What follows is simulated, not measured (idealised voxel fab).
The name of this process module is voxel capacitor over wiring.
It is cross-section cut that appears here, measuring 265 nm in width, its square cells being 5 nm in size.
Just so we're on the same page, the cross-sections are grids of square cells, and they're listed out in bands top to bottom, each band one or more rows deep. Band: top height; bottom height; in nm. Then, left to right: material with width in nm, for each material. "everywhere": a single material spanning edge to edge. "air": empty space. Height reference: 0 = level under which incoming wafer is all one material. Lowest band: no bottom, runs on downward, e.g. "0 and below". Per-row width for "30..40": begins at first number (top row of band), ends at second number (bottom row), increment between rows held constant. "identical to before", as given for a step, is the statement that not any cell of the cross-section underwent a change during that step. In "Sealed cavities" the enclosed voids are listed, meaning empty spaces of 8 cells or larger without any opening to the top. The form is width x height at distance, distance from the left edge, units nm. Heads up: the bit after the settings on a step's line is the simulator's remark on that step. overlay nm: for a step with a mask, the amount by which the mask lay right of where it was planned; a negative amount means left of it.
This section lists the process steps that were planned:
| 1 | RECEIVE,material Si |
| 2 | CONFORMAL_DEP,material SiO2,thk nm 15 |
| 3 | DIRECTIONAL_DEP,material TiN,thk nm 5 |
| 4 | DIRECTIONAL_DEP,material W,thk nm 15 |
| 5 | PATTERN,tone cover,mask id METAL_1,material resist,width nm 25,pitch nm 80,thk nm 15,overlay nm 0 |
| 6 | DIRECTIONAL_ETCH,etch materials W,depth nm 15 |
| 7 | DIRECTIONAL_ETCH,etch materials TiN,depth nm 5 |
| 8 | STRIP,etch materials resist |
| 9 | CONFORMAL_DEP,material SiCN,thk nm 5 |
| 10 | FILL_DEP,material lowk,thk nm 5 |
| 11 | CMP,height nm 35 |
| 12 | CONFORMAL_DEP,material SiCN,thk nm 5 |
| 13 | DIRECTIONAL_DEP,material lowk,thk nm 20 |
| 14 | PATTERN,tone open,mask id PLUG_1,material resist,width nm 15,thk nm 15,overlay nm 0 |
| 15 | DIRECTIONAL_ETCH,etch materials lowk,depth nm 20 |
| 16 | DIRECTIONAL_ETCH,etch materials SiCN,depth nm 5 |
| 17 | STRIP,etch materials resist |
| 18 | CONFORMAL_DEP,material TiN,thk nm 5 |
| 19 | FILL_DEP,material W,thk nm 5 |
| 20 | CMP,height nm 60 |
| 21 | DIRECTIONAL_DEP,material TiN,thk nm 5 |
| 22 | DIRECTIONAL_DEP,material HfO2,thk nm 5 |
| 23 | DIRECTIONAL_DEP,material TiN,thk nm 5 |
| 24 | PATTERN,tone cover,mask id UPPER_PLATE,material resist,width nm 60,thk nm 15,overlay nm 0 |
| 25 | DIRECTIONAL_ETCH,etch materials TiN,depth nm 5 |
| 26 | DIRECTIONAL_ETCH,etch materials HfO2,depth nm 5 |
| 27 | STRIP,etch materials resist |
| 28 | PATTERN,tone cover,mask id LOWER_PLATE,material resist,width nm 70,thk nm 15,overlay nm 0 |
| 29 | DIRECTIONAL_ETCH,etch materials TiN,depth nm 5 |
| 30 | STRIP,etch materials resist |
| 31 | FILL_DEP,material SiO2,thk nm 15 |
| 32 | CMP,height nm 85 |
| 33 | DIRECTIONAL_DEP,material aC,thk nm 10 |
| 34 | PATTERN,tone open,mask id PLUG_2,material resist,width nm 15,thk nm 30,overlay nm 0 |
| 35 | DIRECTIONAL_ETCH,etch materials aC,depth nm 10 |
| 36 | STRIP,etch materials resist |
| 37 | DIRECTIONAL_ETCH,etch materials SiO2,depth nm 10 |
| 38 | STRIP,etch materials aC |
| 39 | CONFORMAL_DEP,material TiN,thk nm 5 |
| 40 | FILL_DEP,material Ru,thk nm 10 |
| 41 | CMP,height nm 85 |
| 42 | CONFORMAL_DEP,material SiCN,thk nm 5 |
Run as planned: first of two wafers:
Cross-sectional view of the wafer in its as-received condition, corresponding to the state after step 1:
- 0 and below = Si everywhere
- Sealed cavities: none
The wafer in cross-section once step 2 is complete:
- 15 down to 0 = SiO2 everywhere
- For the remainder of the cross-section, below 0, there is no change.
The wafer in cross-section once step 3 is complete:
- 20 down to 15 = TiN everywhere
- For the remainder of the cross-section, below 15, there is no change.
The wafer in cross-section once step 4 is complete:
- 35 down to 20 = W everywhere
- For the remainder of the cross-section, below 20, there is no change.
The wafer in cross-section once step 5 is complete:
- 50 down to 35 = 80 air, 25 resist, 55 air, 25 resist, 80 air
- For the remainder of the cross-section, below 35, there is no change.
The wafer in cross-section once step 6 is complete:
- 50 down to 35 = 80 air, 25 resist, 55 air, 25 resist, 80 air
- 35 down to 20 = 80 air, 25 W, 55 air, 25 W, 80 air
- For the remainder of the cross-section, below 20, there is no change.
The wafer in cross-section once step 7 is complete:
- 50 down to 35 = 80 air, 25 resist, 55 air, 25 resist, 80 air
- 35 down to 20 = 80 air, 25 W, 55 air, 25 W, 80 air
- 20 down to 15 = 80 air, 25 TiN, 55 air, 25 TiN, 80 air
- For the remainder of the cross-section, below 15, there is no change.
The wafer in cross-section once step 8 is complete:
- 35 down to 20 = 80 air, 25 W, 55 air, 25 W, 80 air
- For the remainder of the cross-section, below 20, there is no change.
The wafer in cross-section once step 9 is complete:
- 40 down to 35 = 75 air, 35 SiCN, 45 air, 35 SiCN, 75 air
- 35 down to 20 = 75 air, 5 SiCN, 25 W, 5 SiCN, 45 air, 5 SiCN, 25 W, 5 SiCN, 75 air
- 20 down to 15 = 80 SiCN, 25 TiN, 55 SiCN, 25 TiN, 80 SiCN
- For the remainder of the cross-section, below 15, there is no change.
The wafer in cross-section once step 10 is complete:
- 45 down to 40 = lowk everywhere
- 40 down to 35 = 75 lowk, 35 SiCN, 45 lowk, 35 SiCN, 75 lowk
- 35 down to 20 = 75 lowk, 5 SiCN, 25 W, 5 SiCN, 45 lowk, 5 SiCN, 25 W, 5 SiCN, 75 lowk
- For the remainder of the cross-section, below 20, there is no change.
The wafer in cross-section once step 11 is complete:
- 35 down to 20 = 75 lowk, 5 SiCN, 25 W, 5 SiCN, 45 lowk, 5 SiCN, 25 W, 5 SiCN, 75 lowk
- For the remainder of the cross-section, below 20, there is no change.
The wafer in cross-section once step 12 is complete:
- 40 down to 35 = SiCN everywhere
- For the remainder of the cross-section, below 35, there is no change.
The wafer in cross-section once step 13 is complete:
- 60 down to 40 = lowk everywhere
- For the remainder of the cross-section, below 40, there is no change.
The wafer in cross-section once step 14 is complete:
- 75 down to 60 = 90 resist, 15 air, 160 resist
- For the remainder of the cross-section, below 60, there is no change.
The wafer in cross-section once step 15 is complete:
- 75 down to 60 = 90 resist, 15 air, 160 resist
- 60 down to 40 = 90 lowk, 15 air, 160 lowk
- For the remainder of the cross-section, below 40, there is no change.
The wafer in cross-section once step 16 is complete:
- 75 down to 60 = 90 resist, 15 air, 160 resist
- 60 down to 40 = 90 lowk, 15 air, 160 lowk
- 40 down to 35 = 90 SiCN, 15 air, 160 SiCN
- For the remainder of the cross-section, below 35, there is no change.
The wafer in cross-section once step 17 is complete:
- 60 down to 40 = 90 lowk, 15 air, 160 lowk
- For the remainder of the cross-section, below 40, there is no change.
The wafer in cross-section once step 18 is complete:
- 65 down to 60 = 95 TiN, 5 air, 165 TiN
- 60 down to 40 = 90 lowk, 5 TiN, 5 air, 5 TiN, 160 lowk
- 40 down to 35 = 90 SiCN, 15 TiN, 160 SiCN
- For the remainder of the cross-section, below 35, there is no change.
The wafer in cross-section once step 19 is complete:
- 70 down to 65 = W everywhere
- 65 down to 60 = 95 TiN, 5 W, 165 TiN
- 60 down to 40 = 90 lowk, 5 TiN, 5 W, 5 TiN, 160 lowk
- For the remainder of the cross-section, below 40, there is no change.
The wafer in cross-section once step 20 is complete:
- 60 down to 40 = 90 lowk, 5 TiN, 5 W, 5 TiN, 160 lowk
- For the remainder of the cross-section, below 40, there is no change.
The wafer in cross-section once step 21 is complete:
- 65 down to 60 = TiN everywhere
- For the remainder of the cross-section, below 60, there is no change.
The wafer in cross-section once step 22 is complete:
- 70 down to 65 = HfO2 everywhere
- For the remainder of the cross-section, below 65, there is no change.
The wafer in cross-section once step 23 is complete:
- 75 down to 70 = TiN everywhere
- For the remainder of the cross-section, below 70, there is no change.
The wafer in cross-section once step 24 is complete:
- 90 down to 75 = 90 air, 60 resist, 115 air
- For the remainder of the cross-section, below 75, there is no change.
The wafer in cross-section once step 25 is complete:
- 90 down to 75 = 90 air, 60 resist, 115 air
- 75 down to 70 = 90 air, 60 TiN, 115 air
- For the remainder of the cross-section, below 70, there is no change.
The wafer in cross-section once step 26 is complete:
- 90 down to 75 = 90 air, 60 resist, 115 air
- 75 down to 70 = 90 air, 60 TiN, 115 air
- 70 down to 65 = 90 air, 60 HfO2, 115 air
- For the remainder of the cross-section, below 65, there is no change.
The wafer in cross-section once step 27 is complete:
- 75 down to 70 = 90 air, 60 TiN, 115 air
- For the remainder of the cross-section, below 70, there is no change.
The wafer in cross-section once step 28 is complete:
- 90 down to 75 = 85 air, 70 resist, 110 air
- 75 down to 70 = 85 air, 5 resist, 60 TiN, 5 resist, 110 air
- 70 down to 65 = 85 air, 5 resist, 60 HfO2, 5 resist, 110 air
- For the remainder of the cross-section, below 65, there is no change.
The wafer in cross-section once step 29 is complete:
- 90 down to 75 = 85 air, 70 resist, 110 air
- 75 down to 70 = 85 air, 5 resist, 60 TiN, 5 resist, 110 air
- 70 down to 65 = 85 air, 5 resist, 60 HfO2, 5 resist, 110 air
- 65 down to 60 = 85 air, 70 TiN, 110 air
- For the remainder of the cross-section, below 60, there is no change.
The wafer in cross-section once step 30 is complete:
- 75 down to 70 = 90 air, 60 TiN, 115 air
- 70 down to 65 = 90 air, 60 HfO2, 115 air
- For the remainder of the cross-section, below 65, there is no change.
The wafer in cross-section once step 31 is complete:
- 90 down to 75 = SiO2 everywhere
- 75 down to 70 = 90 SiO2, 60 TiN, 115 SiO2
- 70 down to 65 = 90 SiO2, 60 HfO2, 115 SiO2
- 65 down to 60 = 85 SiO2, 70 TiN, 110 SiO2
- For the remainder of the cross-section, below 60, there is no change.
The wafer in cross-section once step 32 is complete:
- 85 down to 75 = SiO2 everywhere
- For the remainder of the cross-section, below 75, there is no change.
The wafer in cross-section once step 33 is complete:
- 95 down to 85 = aC everywhere
- For the remainder of the cross-section, below 85, there is no change.
The wafer in cross-section once step 34 is complete:
- 125 down to 95 = 100 resist, 15 air, 150 resist
- For the remainder of the cross-section, below 95, there is no change.
The wafer in cross-section once step 35 is complete:
- 115 down to 95 = 100 resist, 15 air, 150 resist
- 95 down to 85 = 100 aC, 15 air, 150 aC
- For the remainder of the cross-section, below 85, there is no change.
The wafer in cross-section once step 36 is complete:
- 95 down to 85 = 100 aC, 15 air, 150 aC
- For the remainder of the cross-section, below 85, there is no change.
The wafer in cross-section once step 37 is complete:
- 95 down to 85 = 100 aC, 15 air, 150 aC
- 85 down to 75 = 100 SiO2, 15 air, 150 SiO2
- For the remainder of the cross-section, below 75, there is no change.
The wafer in cross-section once step 38 is complete:
- 85 down to 75 = 100 SiO2, 15 air, 150 SiO2
- For the remainder of the cross-section, below 75, there is no change.
The wafer in cross-section once step 39 is complete:
- 90 down to 85 = 105 TiN, 5 air, 155 TiN
- 85 down to 80 = 100 SiO2, 5 TiN, 5 air, 5 TiN, 150 SiO2
- 80 down to 70 = 100..90 SiO2, 15..60 TiN, 150..115 SiO2
- For the remainder of the cross-section, below 70, there is no change.
The wafer in cross-section once step 40 is complete:
- 100 down to 90 = Ru everywhere
- 90 down to 85 = 105 TiN, 5 Ru, 155 TiN
- 85 down to 80 = 100 SiO2, 5 TiN, 5 Ru, 5 TiN, 150 SiO2
- For the remainder of the cross-section, below 80, there is no change.
The wafer in cross-section once step 41 is complete:
- 85 down to 80 = 100 SiO2, 5 TiN, 5 Ru, 5 TiN, 150 SiO2
- For the remainder of the cross-section, below 80, there is no change.
The wafer in cross-section once step 42 is complete:
- 90 down to 85 = SiCN everywhere
- For the remainder of the cross-section, below 85, there is no change.
Wafer two. Identical start, identical plan. One mistake in execution. Identical history through step 27:
Second wafer, cut view, end of step 28 per plan:
- 90 down to 75 = 80 air, 80 resist, 105 air
- 75 down to 70 = 80 air, 10 resist, 60 TiN, 10 resist, 105 air
- 70 down to 65 = 80 air, 10 resist, 60 HfO2, 10 resist, 105 air
- For the remainder of the cross-section, below 65, there is no change.
Second wafer, cut view, end of step 29 per plan:
- 90 down to 75 = 80 air, 80 resist, 105 air
- 75 down to 70 = 80 air, 10 resist, 60 TiN, 10 resist, 105 air
- 70 down to 65 = 80 air, 10 resist, 60 HfO2, 10 resist, 105 air
- 65 down to 60 = 80 air, 80 TiN, 105 air
- For the remainder of the cross-section, below 60, there is no change.
Second wafer, cut view, end of step 30 per plan:
- 75 down to 70 = 90 air, 60 TiN, 115 air
- 70 down to 65 = 90 air, 60 HfO2, 115 air
- For the remainder of the cross-section, below 65, there is no change.
Second wafer, cut view, end of step 31 per plan:
- 90 down to 75 = SiO2 everywhere
- 75 down to 70 = 90 SiO2, 60 TiN, 115 SiO2
- 70 down to 65 = 90 SiO2, 60 HfO2, 115 SiO2
- 65 down to 60 = 80 SiO2, 80 TiN, 105 SiO2
- For the remainder of the cross-section, below 60, there is no change.
Second wafer, cut view, end of step 32 per plan:
- 85 down to 75 = SiO2 everywhere
- For the remainder of the cross-section, below 75, there is no change.
Second wafer, cut view, end of step 33 per plan:
- 95 down to 85 = aC everywhere
- For the remainder of the cross-section, below 85, there is no change.
Second wafer, cut view, end of step 34 per plan:
- 125 down to 95 = 100 resist, 15 air, 150 resist
- For the remainder of the cross-section, below 95, there is no change.
Second wafer, cut view, end of step 35 per plan:
- 115 down to 95 = 100 resist, 15 air, 150 resist
- 95 down to 85 = 100 aC, 15 air, 150 aC
- For the remainder of the cross-section, below 85, there is no change.
Second wafer, cut view, end of step 36 per plan:
- 95 down to 85 = 100 aC, 15 air, 150 aC
- For the remainder of the cross-section, below 85, there is no change.
Second wafer, cut view, end of step 37 per plan:
- 95 down to 85 = 100 aC, 15 air, 150 aC
- 85 down to 75 = 100 SiO2, 15 air, 150 SiO2
- For the remainder of the cross-section, below 75, there is no change.
Second wafer, cut view, end of step 38 per plan:
- 85 down to 75 = 100 SiO2, 15 air, 150 SiO2
- For the remainder of the cross-section, below 75, there is no change.
Second wafer, cut view, end of step 39 per plan:
- 90 down to 85 = 105 TiN, 5 air, 155 TiN
- 85 down to 80 = 100 SiO2, 5 TiN, 5 air, 5 TiN, 150 SiO2
- 80 down to 70 = 100..90 SiO2, 15..60 TiN, 150..115 SiO2
- For the remainder of the cross-section, below 70, there is no change.
Second wafer, cut view, end of step 40 per plan:
- 100 down to 90 = Ru everywhere
- 90 down to 85 = 105 TiN, 5 Ru, 155 TiN
- 85 down to 80 = 100 SiO2, 5 TiN, 5 Ru, 5 TiN, 150 SiO2
- For the remainder of the cross-section, below 80, there is no change.
Second wafer, cut view, end of step 41 per plan:
- 85 down to 80 = 100 SiO2, 5 TiN, 5 Ru, 5 TiN, 150 SiO2
- For the remainder of the cross-section, below 80, there is no change.
Second wafer, cut view, end of step 42 per plan:
- 90 down to 85 = SiCN everywhere
- For the remainder of the cross-section, below 85, there is no change.
Misprocessing identified: step 28 was processed under conditions differing from the plan, specifically as PATTERN,tone cover,mask id LOWER_PLATE,material resist,width nm 80,thk nm 15,overlay nm 0
Count the cells at the end and the second wafer has more or fewer of some materials than the first: SiO2: 2 fewer | TiN: 2 more
